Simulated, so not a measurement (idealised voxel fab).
process module | voxel wiring stack
Xsec cut, 205 nm wide, square cell size 5 nm.
This document writes a cross-section as a grid whose cells are square, and gives it as bands, listed from the top down; one or more rows of cells form a band. Heights first: top, then bottom, in nm. Then materials, left to right, each with a width in nm. "throughout" on a single material: fills the band edge to edge. "empty": empty space. The level at which height equals 0 is the one under which the wafer, as it arrives, is entirely one material. No lower edge exists for the bottom band, which continues downward and is notated as in "0 -> down". The notation "30..40" denotes a width that varies across the rows of cells in the band, beginning at the first number in the top row, finishing at the second number in the bottom row, and changing by an identical amount from each row to the next. For the purposes of this document, the phrase "no alterations made" attached to a step denotes that no cell within the cross-section was modified by that step. You'll see "Enclosed voids" listing empty spaces that have no way open to the top, as long as they're 8 cells or more; the notation is width x height at distance, where the distance is from the left edge, and all of it is in nm. Text after the settings on a step's line: the simulator's own remark on that step. overlay nm: right-of-plan distance of the mask on a masked step; negative values mean left-of-plan. Pairs follow: section before one process step, section after it down to the lowest changed band, step with settings underneath. Pairs may come from different runs of this module on the same starting wafer; continuity with the pair above only as stated in the "Pre-step geometry" entry.
## Pre-step geometry
    75 -> 60  aC 70 | empty 15 | aC 120
    60 -> 45  SiO2 throughout
    45 -> 40  SiCN throughout
    40 -> 35  SiCN 70 | TiN 25 | SiCN 15 | TiN 25 | SiCN 70
    35 -> 0  SiO2 throughout
    0 -> down  Si throughout
    Enclosed voids: none
## Post-Step Geometry
    75 -> 60  aC 70 | empty 15 | aC 120
    60 -> 45  SiO2 70 | empty 15 | SiO2 120
    Below 45, no change.
    Enclosed voids: none
Between the two cross-sections above, the process step reads DIRECTIONAL_ETCH (etch materials SiO2; depth nm 15)
Pre-step geometry: as shown after the step in the preceding pair, directly above.
## Post-Step Geometry
    75 -> 60  aC 70 | empty 15 | aC 120
    60 -> 45  SiO2 70 | empty 15 | SiO2 120
    45 -> 40  SiCN 70 | empty 15 | SiCN 120
    Below 40, no change.
    Enclosed voids: none
Between the two cross-sections above, the process step reads DIRECTIONAL_ETCH (etch materials SiCN; depth nm 5)
Pre-step geometry: as shown after the step in the preceding pair, directly above.
## Post-Step Geometry
    60 -> 45  SiO2 70 | empty 15 | SiO2 120
    Below 45, no change.
    Enclosed voids: none
Between the two cross-sections above, the process step reads STRIP (etch materials aC)
Pre-step geometry: as shown after the step in the preceding pair, directly above.
## Post-Step Geometry
    60 -> 50  SiO2 70 | empty 15 | SiO2 120
    50 -> 45  SiO2 70 | Ru 15 | SiO2 120
    45 -> 40  SiCN 70 | Ru 15 | SiCN 120
    Below 40, no change.
    Enclosed voids: none
Between the two cross-sections above, the process step reads EPI (material Ru; thk nm 10)
Pre-step geometry: as shown after the step in the preceding pair, directly above.
## Post-Step Geometry
    60 -> 45  SiO2 70 | Ru 15 | SiO2 120
    Below 45, no change.
    Enclosed voids: none
Between the two cross-sections above, the process step reads EPI (material Ru; thk nm 10)
Pre-step geometry: as shown after the step in the preceding pair, directly above.
## Post-Step Geometry
    65 -> 60  TiN throughout
    Below 60, no change.
    Enclosed voids: none
Between the two cross-sections above, the process step reads DIRECTIONAL_DEP (material TiN; thk nm 5)
Pre-step geometry: as shown after the step in the preceding pair, directly above.
## Post-Step Geometry
    80 -> 65  Ru throughout
    Below 65, no change.
    Enclosed voids: none
Between the two cross-sections above, the process step reads DIRECTIONAL_DEP (material Ru; thk nm 15)
Pre-step geometry: as shown after the step in the preceding pair, directly above.
## Post-Step Geometry
    90 -> 80  aC throughout
    Below 80, no change.
    Enclosed voids: none
Between the two cross-sections above, the process step reads DIRECTIONAL_DEP (material aC; thk nm 10)
Pre-step geometry: as shown after the step in the preceding pair, directly above.
## Post-Step Geometry
    115 -> 90  empty 70 | resist 25 | empty 15 | resist 25 | empty 70
    Below 90, no change.
    Enclosed voids: none
Between the two cross-sections above, the process step reads PATTERN (tone cover; mask id METAL_2; material resist; width nm 25; pitch nm 40; thk nm 25; overlay nm 0)
Pre-step geometry: as shown after the step in the preceding pair, directly above.
## Post-Step Geometry
    105 -> 90  empty 70 | resist 25 | empty 15 | resist 25 | empty 70
    90 -> 80  empty 70 | aC 25 | empty 15 | aC 25 | empty 70
    Below 80, no change.
    Enclosed voids: none
Between the two cross-sections above, the process step reads DIRECTIONAL_ETCH (etch materials aC; depth nm 10)
Pre-step geometry: as shown after the step in the preceding pair, directly above.
## Post-Step Geometry
    90 -> 80  empty 70 | aC 25 | empty 15 | aC 25 | empty 70
    Below 80, no change.
    Enclosed voids: none
Between the two cross-sections above, the process step reads STRIP (etch materials resist)
Pre-step geometry: as shown after the step in the preceding pair, directly above.
## Post-Step Geometry
    90 -> 80  empty 70 | aC 25 | empty 15 | aC 25 | empty 70
    80 -> 65  empty 70 | Ru 25 | empty 15 | Ru 25 | empty 70
    Below 65, no change.
    Enclosed voids: none
Between the two cross-sections above, the process step reads DIRECTIONAL_ETCH (etch materials Ru; depth nm 15)
Pre-step geometry: as shown after the step in the preceding pair, directly above.
## Post-Step Geometry
    90 -> 80  empty 70 | aC 25 | empty 15 | aC 25 | empty 70
    80 -> 65  empty 70 | Ru 25 | empty 15 | Ru 25 | empty 70
    65 -> 60  empty 70 | TiN 25 | empty 15 | TiN 25 | empty 70
    Below 60, no change.
    Enclosed voids: none
Between the two cross-sections above, the process step reads DIRECTIONAL_ETCH (etch materials TiN; depth nm 5)
Pre-step geometry: as shown after the step in the preceding pair, directly above.
## Post-Step Geometry
    80 -> 65  empty 70 | Ru 25 | empty 15 | Ru 25 | empty 70
    Below 65, no change.
    Enclosed voids: none
Between the two cross-sections above, the process step reads STRIP (etch materials aC)
Pre-step geometry: as shown after the step in the preceding pair, directly above.
## Post-Step Geometry
    85 -> 80  empty 65 | SiCN 35 | empty 5 | SiCN 35 | empty 65
    80 -> 65  empty 65 | SiCN 5 | Ru 25 | SiCN 5 | empty 5 | SiCN 5 | Ru 25 | SiCN 5 | empty 65
    65 -> 60  SiCN 70 | TiN 25 | SiCN 15 | TiN 25 | SiCN 70
    Below 60, no change.
    Enclosed voids: none
Between the two cross-sections above, the process step reads CONFORMAL_DEP (material SiCN; thk nm 5)
Pre-step geometry: as shown after the step in the preceding pair, directly above.
## Post-Step Geometry
    95 -> 85  SiO2 throughout
    85 -> 80  SiO2 65 | SiCN 35 | SiO2 5 | SiCN 35 | SiO2 65
    80 -> 65  SiO2 65 | SiCN 5 | Ru 25 | SiCN 5 | SiO2 5 | SiCN 5 | Ru 25 | SiCN 5 | SiO2 65
    Below 65, no change.
    Enclosed voids: none
Between the two cross-sections above, the process step reads FILL_DEP (material SiO2; thk nm 10)
Pre-step geometry: as shown after the step in the preceding pair, directly above.
## Post-Step Geometry
    80 -> 65  SiO2 65 | SiCN 5 | Ru 25 | SiCN 5 | SiO2 5 | SiCN 5 | Ru 25 | SiCN 5 | SiO2 65
    Below 65, no change.
    Enclosed voids: none
Between the two cross-sections above, the process step reads CMP (height nm 80)
Pre-step geometry: as shown after the step in the preceding pair, directly above.
## Post-Step Geometry
    85 -> 80  SiN throughout
    Below 80, no change.
    Enclosed voids: none
Between the two cross-sections above, the process step reads CONFORMAL_DEP (material SiN; thk nm 5)
## Pre-step geometry
    0 -> down  Si throughout
    Enclosed voids: none
## Post-Step Geometry
    5 -> 0  SiO2 throughout
    Below 0, no change.
    Enclosed voids: none
Between the two cross-sections above, the process step reads CONFORMAL_DEP (material SiO2; thk nm 5)
Pre-step geometry: as shown after the step in the preceding pair, directly above.
## Post-Step Geometry
    10 -> 5  SiCN throughout
    Below 5, no change.
    Enclosed voids: none
Between the two cross-sections above, the process step reads CONFORMAL_DEP (material SiCN; thk nm 5)
Pre-step geometry: as shown after the step in the preceding pair, directly above.
## Post-Step Geometry
    35 -> 10  SiO2 throughout
    Below 10, no change.
    Enclosed voids: none
Between the two cross-sections above, the process step reads DIRECTIONAL_DEP (material SiO2; thk nm 25)
Pre-step geometry: as shown after the step in the preceding pair, directly above.
## Post-Step Geometry
    55 -> 35  resist 70 | empty 25 | resist 15 | empty 25 | resist 70
    Below 35, no change.
    Enclosed voids: none
Between the two cross-sections above, the process step reads PATTERN (tone open; mask id METAL_1; material resist; width nm 25; pitch nm 40; thk nm 20; overlay nm 0)
Pre-step geometry: as shown after the step in the preceding pair, directly above.
## Post-Step Geometry
    55 -> 35  resist 70 | empty 25 | resist 15 | empty 25 | resist 70
    35 -> 10  SiO2 70 | empty 25 | SiO2 15 | empty 25 | SiO2 70
    Below 10, no change.
    Enclosed voids: none
Between the two cross-sections above, the process step reads DIRECTIONAL_ETCH (etch materials SiO2; depth nm 25)
Pre-step geometry: as shown after the step in the preceding pair, directly above.
## Post-Step Geometry
    55 -> 35  resist 70 | empty 25 | resist 15 | empty 25 | resist 70
    35 -> 10  SiO2 70 | empty 25 | SiO2 15 | empty 25 | SiO2 70
    10 -> 5  SiCN 70 | empty 25 | SiCN 15 | empty 25 | SiCN 70
    Below 5, no change.
    Enclosed voids: none
Between the two cross-sections above, the process step reads DIRECTIONAL_ETCH (etch materials SiCN; depth nm 5)
Pre-step geometry: as shown after the step in the preceding pair, directly above.
## Post-Step Geometry
    35 -> 10  SiO2 70 | empty 25 | SiO2 15 | empty 25 | SiO2 70
    Below 10, no change.
    Enclosed voids: none
Between the two cross-sections above, the process step reads STRIP (etch materials resist)
Pre-step geometry: as shown after the step in the preceding pair, directly above.
## Post-Step Geometry
    40 -> 35  TiN 75 | empty 15 | TiN 25 | empty 15 | TiN 75
    35 -> 10  SiO2 70 | TiN 5 | empty 15 | TiN 5 | SiO2 15 | TiN 5 | empty 15 | TiN 5 | SiO2 70
    10 -> 5  SiCN 70 | TiN 25 | SiCN 15 | TiN 25 | SiCN 70
    Below 5, no change.
    Enclosed voids: none
Between the two cross-sections above, the process step reads CONFORMAL_DEP (material TiN; thk nm 5)
Pre-step geometry: as shown after the step in the preceding pair, directly above.
## Post-Step Geometry
    50 -> 40  Cu throughout
    40 -> 35  TiN 75 | Cu 15 | TiN 25 | Cu 15 | TiN 75
    35 -> 10  SiO2 70 | TiN 5 | Cu 15 | TiN 5 | SiO2 15 | TiN 5 | Cu 15 | TiN 5 | SiO2 70
    Below 10, no change.
    Enclosed voids: none
Between the two cross-sections above, the process step reads FILL_DEP (material Cu; thk nm 10)
Pre-step geometry: as shown after the step in the preceding pair, directly above.
## Post-Step Geometry
    40 -> 35  TiN 75 | Cu 15 | TiN 25 | Cu 15 | TiN 75
    Below 35, no change.
    Enclosed voids: none
Between the two cross-sections above, the process step reads CMP (height nm 40)
Pre-step geometry: as shown after the step in the preceding pair, directly above.
## Post-Step Geometry
    45 -> 40  SiCN throughout
    Below 40, no change.
    Enclosed voids: none
Between the two cross-sections above, the process step reads CONFORMAL_DEP (material SiCN; thk nm 5)
Pre-step geometry: as shown after the step in the preceding pair, directly above.
## Post-Step Geometry
    60 -> 45  SiO2 throughout
    Below 45, no change.
    Enclosed voids: none
Between the two cross-sections above, the process step reads DIRECTIONAL_DEP (material SiO2; thk nm 15)
Pre-step geometry: as shown after the step in the preceding pair, directly above.
## Post-Step Geometry
    75 -> 60  aC throughout
    Below 60, no change.
    Enclosed voids: none
Between the two cross-sections above, the process step reads DIRECTIONAL_DEP (material aC; thk nm 15)
Pre-step geometry: as shown after the step in the preceding pair, directly above.
## Post-Step Geometry
    105 -> 75  resist 70 | empty 15 | resist 120
    Below 75, no change.
    Enclosed voids: none
Between the two cross-sections above, the process step reads PATTERN (tone open; mask id PLUG_1; material resist; width nm 15; thk nm 30; overlay nm 0)
Pre-step geometry: as shown after the step in the preceding pair, directly above.
## Post-Step Geometry
    90 -> 75  resist 70 | empty 15 | resist 120
    75 -> 60  aC 70 | empty 15 | aC 120
    Below 60, no change.
    Enclosed voids: none
Between the two cross-sections above, the process step reads DIRECTIONAL_ETCH (etch materials aC; depth nm 15)
Pre-step geometry: as shown after the step in the preceding pair, directly above.
## Post-Step Geometry
    75 -> 60  aC 70 | empty 15 | aC 120
    Below 60, no change.
    Enclosed voids: none
Between the two cross-sections above, the process step reads STRIP (etch materials resist)
Pre-step geometry: as shown after the step in the preceding pair, directly above.
## Post-Step Geometry
    75 -> 60  aC 70 | empty 15 | aC 120
    60 -> 45  SiO2 70 | empty 15 | SiO2 120
    Below 45, no change.
    Enclosed voids: none
Between the two cross-sections above, the process step reads DIRECTIONAL_ETCH (etch materials SiO2; depth nm 15)
Pre-step geometry: as shown after the step in the preceding pair, directly above.
## Post-Step Geometry
    75 -> 60  aC 70 | empty 15 | aC 120
    60 -> 45  SiO2 70 | empty 15 | SiO2 120
    45 -> 40  SiCN 70 | empty 15 | SiCN 120
    Below 40, no change.
    Enclosed voids: none
Between the two cross-sections above, the process step reads DIRECTIONAL_ETCH (etch materials SiCN; depth nm 5)
Pre-step geometry: as shown after the step in the preceding pair, directly above.
## Post-Step Geometry
    60 -> 45  SiO2 70 | empty 15 | SiO2 120
    Below 45, no change.
    Enclosed voids: none
Between the two cross-sections above, the process step reads STRIP (etch materials aC)
Pre-step geometry: as shown after the step in the preceding pair, directly above.
## Post-Step Geometry
    60 -> 50  SiO2 70 | empty 15 | SiO2 120
    50 -> 45  SiO2 70 | Ru 15 | SiO2 120
    45 -> 40  SiCN 70 | Ru 15 | SiCN 120
    Below 40, no change.
    Enclosed voids: none
Between the two cross-sections above, the process step reads EPI (material Ru; thk nm 10)
Pre-step geometry: as shown after the step in the preceding pair, directly above.
## Post-Step Geometry
    60 -> 45  SiO2 70 | Ru 15 | SiO2 120
    Below 45, no change.
    Enclosed voids: none
Between the two cross-sections above, the process step reads EPI (material Ru; thk nm 10)
Pre-step geometry: as shown after the step in the preceding pair, directly above.
## Post-Step Geometry
    65 -> 60  TiN throughout
    Below 60, no change.
    Enclosed voids: none
Between the two cross-sections above, the process step reads DIRECTIONAL_DEP (material TiN; thk nm 5)
Pre-step geometry: as shown after the step in the preceding pair, directly above.
## Post-Step Geometry
    80 -> 65  Ru throughout
    Below 65, no change.
    Enclosed voids: none
Between the two cross-sections above, the process step reads DIRECTIONAL_DEP (material Ru; thk nm 15)
Pre-step geometry: as shown after the step in the preceding pair, directly above.
## Post-Step Geometry
    90 -> 80  aC throughout
    Below 80, no change.
    Enclosed voids: none
Between the two cross-sections above, the process step reads DIRECTIONAL_DEP (material aC; thk nm 10)
Pre-step geometry: as shown after the step in the preceding pair, directly above.
## Post-Step Geometry
    115 -> 90  empty 70 | resist 25 | empty 15 | resist 25 | empty 70
    Below 90, no change.
    Enclosed voids: none
Between the two cross-sections above, the process step reads PATTERN (tone cover; mask id METAL_2; material resist; width nm 25; pitch nm 40; thk nm 25; overlay nm 0)
Pre-step geometry: as shown after the step in the preceding pair, directly above.
## Post-Step Geometry
    105 -> 90  empty 70 | resist 25 | empty 15 | resist 25 | empty 70
    90 -> 80  empty 70 | aC 25 | empty 15 | aC 25 | empty 70
    Below 80, no change.
    Enclosed voids: none
Between the two cross-sections above, the process step reads DIRECTIONAL_ETCH (etch materials aC; depth nm 10)
Pre-step geometry: as shown after the step in the preceding pair, directly above.
## Post-Step Geometry
    90 -> 80  empty 70 | aC 25 | empty 15 | aC 25 | empty 70
    Below 80, no change.
    Enclosed voids: none
Between the two cross-sections above, the process step reads STRIP (etch materials resist)
Pre-step geometry: as shown after the step in the preceding pair, directly above.
## Post-Step Geometry
    90 -> 80  empty 70 | aC 25 | empty 15 | aC 25 | empty 70
    80 -> 65  empty 70 | Ru 25 | empty 15 | Ru 25 | empty 70
    Below 65, no change.
    Enclosed voids: none
Between the two cross-sections above, the process step reads DIRECTIONAL_ETCH (etch materials Ru; depth nm 15)
Pre-step geometry: as shown after the step in the preceding pair, directly above.
## Post-Step Geometry
    90 -> 80  empty 70 | aC 25 | empty 15 | aC 25 | empty 70
    80 -> 65  empty 70 | Ru 25 | empty 15 | Ru 25 | empty 70
    65 -> 60  empty 70 | TiN 25 | empty 15 | TiN 25 | empty 70
    Below 60, no change.
    Enclosed voids: none
Between the two cross-sections above, the process step reads DIRECTIONAL_ETCH (etch materials TiN; depth nm 5)
Pre-step geometry: as shown after the step in the preceding pair, directly above.
## Post-Step Geometry
    80 -> 65  empty 70 | Ru 25 | empty 15 | Ru 25 | empty 70
    Below 65, no change.
    Enclosed voids: none
Between the two cross-sections above, the process step reads STRIP (etch materials aC)
Pre-step geometry: as shown after the step in the preceding pair, directly above.
## Post-Step Geometry
    85 -> 80  empty 65 | SiCN 35 | empty 5 | SiCN 35 | empty 65
    80 -> 65  empty 65 | SiCN 5 | Ru 25 | SiCN 5 | empty 5 | SiCN 5 | Ru 25 | SiCN 5 | empty 65
    65 -> 60  SiCN 70 | TiN 25 | SiCN 15 | TiN 25 | SiCN 70
    Below 60, no change.
    Enclosed voids: none
Between the two cross-sections above, the process step reads CONFORMAL_DEP (material SiCN; thk nm 5)
Pre-step geometry: as shown after the step in the preceding pair, directly above.
## Post-Step Geometry
    95 -> 85  SiO2 throughout
    85 -> 80  SiO2 65 | SiCN 35 | SiO2 5 | SiCN 35 | SiO2 65
    80 -> 65  SiO2 65 | SiCN 5 | Ru 25 | SiCN 5 | SiO2 5 | SiCN 5 | Ru 25 | SiCN 5 | SiO2 65
    Below 65, no change.
    Enclosed voids: none
Between the two cross-sections above, the process step reads FILL_DEP (material SiO2; thk nm 10)
Pre-step geometry: as shown after the step in the preceding pair, directly above.
## Post-Step Geometry
    80 -> 65  SiO2 65 | SiCN 5 | Ru 25 | SiCN 5 | SiO2 5 | SiCN 5 | Ru 25 | SiCN 5 | SiO2 65
    Below 65, no change.
    Enclosed voids: none
Between the two cross-sections above, the process step reads CMP (height nm 80)
Pre-step geometry: as shown after the step in the preceding pair, directly above.
## Post-Step Geometry
    85 -> 80  SiN throughout
    Below 80, no change.
    Enclosed voids: none
Between the two cross-sections above, the process step reads CONFORMAL_DEP (material SiN; thk nm 5)
## Pre-step geometry
    90 -> 80  aC throughout
    80 -> 65  Ru throughout
    65 -> 60  TiN throughout
    60 -> 45  SiO2 70 | Ru 15 | SiO2 120
    45 -> 40  SiCN 70 | Ru 15 | SiCN 120
    40 -> 15  SiO2 70 | TiN 5 | Cu 15 | TiN 5 | SiO2 15 | TiN 5 | Cu 15 | TiN 5 | SiO2 70
    15 -> 10  SiCN 70 | TiN 25 | SiCN 15 | TiN 25 | SiCN 70
    10 -> 0  SiO2 throughout
    0 -> down  Si throughout
    Enclosed voids: none
## Post-Step Geometry
    115 -> 90  empty 75 | resist 20 | empty 20 | resist 20 | empty 70
    Below 90, no change.
    Enclosed voids: none
Between the two cross-sections above, the process step reads PATTERN (tone cover; mask id METAL_2; material resist; width nm 20; pitch nm 40; thk nm 25; overlay nm 0)
Pre-step geometry: as shown after the step in the preceding pair, directly above.
## Post-Step Geometry
    105 -> 90  empty 75 | resist 20 | empty 20 | resist 20 | empty 70
    90 -> 80  empty 75 | aC 20 | empty 20 | aC 20 | empty 70
    Below 80, no change.
    Enclosed voids: none
Between the two cross-sections above, the process step reads DIRECTIONAL_ETCH (etch materials aC; depth nm 10)
Pre-step geometry: as shown after the step in the preceding pair, directly above.
## Post-Step Geometry
    90 -> 80  empty 75 | aC 20 | empty 20 | aC 20 | empty 70
    Below 80, no change.
    Enclosed voids: none
Between the two cross-sections above, the process step reads STRIP (etch materials resist)
Pre-step geometry: as shown after the step in the preceding pair, directly above.
## Post-Step Geometry
    90 -> 80  empty 75 | aC 20 | empty 20 | aC 20 | empty 70
    80 -> 65  empty 75 | Ru 20 | empty 20 | Ru 20 | empty 70
    Below 65, no change.
    Enclosed voids: none
Between the two cross-sections above, the process step reads DIRECTIONAL_ETCH (etch materials Ru; depth nm 15)
Pre-step geometry: as shown after the step in the preceding pair, directly above.
## Post-Step Geometry
    90 -> 80  empty 75 | aC 20 | empty 20 | aC 20 | empty 70
    80 -> 65  empty 75 | Ru 20 | empty 20 | Ru 20 | empty 70
    65 -> 60  empty 75 | TiN 20 | empty 20 | TiN 20 | empty 70
    Below 60, no change.
    Enclosed voids: none
Between the two cross-sections above, the process step reads DIRECTIONAL_ETCH (etch materials TiN; depth nm 5)
Pre-step geometry: as shown after the step in the preceding pair, directly above.
## Post-Step Geometry
    80 -> 65  empty 75 | Ru 20 | empty 20 | Ru 20 | empty 70
    Below 65, no change.
    Enclosed voids: none
Between the two cross-sections above, the process step reads STRIP (etch materials aC)
Pre-step geometry: as shown after the step in the preceding pair, directly above.
## Post-Step Geometry
    85 -> 80  empty 70 | SiCN 30 | empty 10 | SiCN 30 | empty 65
    80 -> 65  empty 70 | SiCN 5 | Ru 20 | SiCN 5 | empty 10 | SiCN 5 | Ru 20 | SiCN 5 | empty 65
    65 -> 60  SiCN 75 | TiN 20 | SiCN 20 | TiN 20 | SiCN 70
    Below 60, no change.
    Enclosed voids: none
Between the two cross-sections above, the process step reads CONFORMAL_DEP (material SiCN; thk nm 5)
Pre-step geometry: as shown after the step in the preceding pair, directly above.
## Post-Step Geometry
    95 -> 85  SiO2 throughout
    85 -> 80  SiO2 70 | SiCN 30 | SiO2 10 | SiCN 30 | SiO2 65
    80 -> 65  SiO2 70 | SiCN 5 | Ru 20 | SiCN 5 | SiO2 10 | SiCN 5 | Ru 20 | SiCN 5 | SiO2 65
    Below 65, no change.
    Enclosed voids: none
Between the two cross-sections above, the process step reads FILL_DEP (material SiO2; thk nm 10)
Pre-step geometry: as shown after the step in the preceding pair, directly above.
## Post-Step Geometry
    80 -> 65  SiO2 70 | SiCN 5 | Ru 20 | SiCN 5 | SiO2 10 | SiCN 5 | Ru 20 | SiCN 5 | SiO2 65
    Below 65, no change.
    Enclosed voids: none
Between the two cross-sections above, the process step reads CMP (height nm 80)
Pre-step geometry: as shown after the step in the preceding pair, directly above.
## Post-Step Geometry
    85 -> 80  SiN throughout
    Below 80, no change.
    Enclosed voids: none
Between the two cross-sections above, the process step reads CONFORMAL_DEP (material SiN; thk nm 5)
## Pre-step geometry
    40 -> 15  SiO2 throughout
    15 -> 10  SiCN throughout
    10 -> 0  SiO2 throughout
    0 -> down  Si throughout
    Enclosed voids: none
## Post-Step Geometry
    60 -> 40  resist 65 | empty 25 | resist 15 | empty 25 | resist 75
    Below 40, no change.
    Enclosed voids: none
Between the two cross-sections above, the process step reads PATTERN (tone open; mask id METAL_1; material resist; width nm 25; pitch nm 40; thk nm 20; overlay nm -5)
Pre-step geometry: as shown after the step in the preceding pair, directly above.
## Post-Step Geometry
    60 -> 40  resist 65 | empty 25 | resist 15 | empty 25 | resist 75
    40 -> 15  SiO2 65 | empty 25 | SiO2 15 | empty 25 | SiO2 75
    Below 15, no change.
    Enclosed voids: none
Between the two cross-sections above, the process step reads DIRECTIONAL_ETCH (etch materials SiO2; depth nm 25)
Pre-step geometry: as shown after the step in the preceding pair, directly above.
## Post-Step Geometry
    60 -> 40  resist 65 | empty 25 | resist 15 | empty 25 | resist 75
    40 -> 15  SiO2 65 | empty 25 | SiO2 15 | empty 25 | SiO2 75
    15 -> 10  SiCN 65 | empty 25 | SiCN 15 | empty 25 | SiCN 75
    Below 10, no change.
    Enclosed voids: none
Between the two cross-sections above, the process step reads DIRECTIONAL_ETCH (etch materials SiCN; depth nm 5)
Pre-step geometry: as shown after the step in the preceding pair, directly above.
## Post-Step Geometry
    40 -> 15  SiO2 65 | empty 25 | SiO2 15 | empty 25 | SiO2 75
    Below 15, no change.
    Enclosed voids: none
Between the two cross-sections above, the process step reads STRIP (etch materials resist)
Pre-step geometry: as shown after the step in the preceding pair, directly above.
## Post-Step Geometry
    45 -> 40  TiN 70 | empty 15 | TiN 25 | empty 15 | TiN 80
    40 -> 15  SiO2 65 | TiN 5 | empty 15 | TiN 5 | SiO2 15 | TiN 5 | empty 15 | TiN 5 | SiO2 75
    15 -> 10  SiCN 65 | TiN 25 | SiCN 15 | TiN 25 | SiCN 75
    Below 10, no change.
    Enclosed voids: none
Between the two cross-sections above, the process step reads CONFORMAL_DEP (material TiN; thk nm 5)
Pre-step geometry: as shown after the step in the preceding pair, directly above.
## Post-Step Geometry
    55 -> 45  Cu throughout
    45 -> 40  TiN 70 | Cu 15 | TiN 25 | Cu 15 | TiN 80
    40 -> 15  SiO2 65 | TiN 5 | Cu 15 | TiN 5 | SiO2 15 | TiN 5 | Cu 15 | TiN 5 | SiO2 75
    Below 15, no change.
    Enclosed voids: none
Between the two cross-sections above, the process step reads FILL_DEP (material Cu; thk nm 10)
Pre-step geometry: as shown after the step in the preceding pair, directly above.
## Post-Step Geometry
    40 -> 15  SiO2 65 | TiN 5 | Cu 15 | TiN 5 | SiO2 15 | TiN 5 | Cu 15 | TiN 5 | SiO2 75
    Below 15, no change.
    Enclosed voids: none
Between the two cross-sections above, the process step reads CMP (height nm 40)
Pre-step geometry: as shown after the step in the preceding pair, directly above.
## Post-Step Geometry
    45 -> 40  SiCN throughout
    Below 40, no change.
    Enclosed voids: none
Between the two cross-sections above, the process step reads CONFORMAL_DEP (material SiCN; thk nm 5)
Pre-step geometry: as shown after the step in the preceding pair, directly above.
## Post-Step Geometry
    60 -> 45  SiO2 throughout
    Below 45, no change.
    Enclosed voids: none
Between the two cross-sections above, the process step reads DIRECTIONAL_DEP (material SiO2; thk nm 15)
Pre-step geometry: as shown after the step in the preceding pair, directly above.
## Post-Step Geometry
    75 -> 60  aC throughout
    Below 60, no change.
    Enclosed voids: none
Between the two cross-sections above, the process step reads DIRECTIONAL_DEP (material aC; thk nm 15)
Pre-step geometry: as shown after the step in the preceding pair, directly above.
## Post-Step Geometry
    105 -> 75  resist 70 | empty 15 | resist 120
    Below 75, no change.
    Enclosed voids: none
Between the two cross-sections above, the process step reads PATTERN (tone open; mask id PLUG_1; material resist; width nm 15; thk nm 30; overlay nm 0)
Pre-step geometry: as shown after the step in the preceding pair, directly above.
## Post-Step Geometry
    90 -> 75  resist 70 | empty 15 | resist 120
    75 -> 60  aC 70 | empty 15 | aC 120
    Below 60, no change.
    Enclosed voids: none
Between the two cross-sections above, the process step reads DIRECTIONAL_ETCH (etch materials aC; depth nm 15)
Pre-step geometry: as shown after the step in the preceding pair, directly above.
## Post-Step Geometry
    75 -> 60  aC 70 | empty 15 | aC 120
    Below 60, no change.
    Enclosed voids: none
Between the two cross-sections above, the process step reads STRIP (etch materials resist)
Pre-step geometry: as shown after the step in the preceding pair, directly above.
## Post-Step Geometry
    75 -> 60  aC 70 | empty 15 | aC 120
    60 -> 45  SiO2 70 | empty 15 | SiO2 120
    Below 45, no change.
    Enclosed voids: none
Between the two cross-sections above, the process step reads DIRECTIONAL_ETCH (etch materials SiO2; depth nm 15)
Pre-step geometry: as shown after the step in the preceding pair, directly above.
## Post-Step Geometry
    75 -> 60  aC 70 | empty 15 | aC 120
    60 -> 45  SiO2 70 | empty 15 | SiO2 120
    45 -> 40  SiCN 70 | empty 15 | SiCN 120
    Below 40, no change.
    Enclosed voids: none
Between the two cross-sections above, the process step reads DIRECTIONAL_ETCH (etch materials SiCN; depth nm 5)
Pre-step geometry: as shown after the step in the preceding pair, directly above.
## Post-Step Geometry
    60 -> 45  SiO2 70 | empty 15 | SiO2 120
    Below 45, no change.
    Enclosed voids: none
Between the two cross-sections above, the process step reads STRIP (etch materials aC)
Pre-step geometry: as shown after the step in the preceding pair, directly above.
## Post-Step Geometry
    60 -> 50  SiO2 70 | empty 15 | SiO2 120
    50 -> 45  SiO2 70 | Ru 15 | SiO2 120
    45 -> 40  SiCN 70 | Ru 15 | SiCN 120
    Below 40, no change.
    Enclosed voids: none
Between the two cross-sections above, the process step reads EPI (material Ru; thk nm 10)
Pre-step geometry: as shown after the step in the preceding pair, directly above.
## Post-Step Geometry
    60 -> 45  SiO2 70 | Ru 15 | SiO2 120
    Below 45, no change.
    Enclosed voids: none
Between the two cross-sections above, the process step reads EPI (material Ru; thk nm 10)
Pre-step geometry: as shown after the step in the preceding pair, directly above.
## Post-Step Geometry
    65 -> 60  TiN throughout
    Below 60, no change.
    Enclosed voids: none
Between the two cross-sections above, the process step reads DIRECTIONAL_DEP (material TiN; thk nm 5)
Pre-step geometry: as shown after the step in the preceding pair, directly above.
## Post-Step Geometry
    80 -> 65  Ru throughout
    Below 65, no change.
    Enclosed voids: none
Between the two cross-sections above, the process step reads DIRECTIONAL_DEP (material Ru; thk nm 15)
Pre-step geometry: as shown after the step in the preceding pair, directly above.
## Post-Step Geometry
    90 -> 80  aC throughout
    Below 80, no change.
    Enclosed voids: none
Between the two cross-sections above, the process step reads DIRECTIONAL_DEP (material aC; thk nm 10)
Pre-step geometry: as shown after the step in the preceding pair, directly above.
## Post-Step Geometry
    115 -> 90  empty 70 | resist 25 | empty 15 | resist 25 | empty 70
    Below 90, no change.
    Enclosed voids: none
Between the two cross-sections above, the process step reads PATTERN (tone cover; mask id METAL_2; material resist; width nm 25; pitch nm 40; thk nm 25; overlay nm 0)
Pre-step geometry: as shown after the step in the preceding pair, directly above.
## Post-Step Geometry
    105 -> 90  empty 70 | resist 25 | empty 15 | resist 25 | empty 70
    90 -> 80  empty 70 | aC 25 | empty 15 | aC 25 | empty 70
    Below 80, no change.
    Enclosed voids: none
Between the two cross-sections above, the process step reads DIRECTIONAL_ETCH (etch materials aC; depth nm 10)
Pre-step geometry: as shown after the step in the preceding pair, directly above.
## Post-Step Geometry
    90 -> 80  empty 70 | aC 25 | empty 15 | aC 25 | empty 70
    Below 80, no change.
    Enclosed voids: none
Between the two cross-sections above, the process step reads STRIP (etch materials resist)
Pre-step geometry: as shown after the step in the preceding pair, directly above.
## Post-Step Geometry
    90 -> 80  empty 70 | aC 25 | empty 15 | aC 25 | empty 70
    80 -> 65  empty 70 | Ru 25 | empty 15 | Ru 25 | empty 70
    Below 65, no change.
    Enclosed voids: none
Between the two cross-sections above, the process step reads DIRECTIONAL_ETCH (etch materials Ru; depth nm 15)
Pre-step geometry: as shown after the step in the preceding pair, directly above.
## Post-Step Geometry
    90 -> 80  empty 70 | aC 25 | empty 15 | aC 25 | empty 70
    80 -> 65  empty 70 | Ru 25 | empty 15 | Ru 25 | empty 70
    65 -> 60  empty 70 | TiN 25 | empty 15 | TiN 25 | empty 70
    Below 60, no change.
    Enclosed voids: none
Between the two cross-sections above, the process step reads DIRECTIONAL_ETCH (etch materials TiN; depth nm 5)
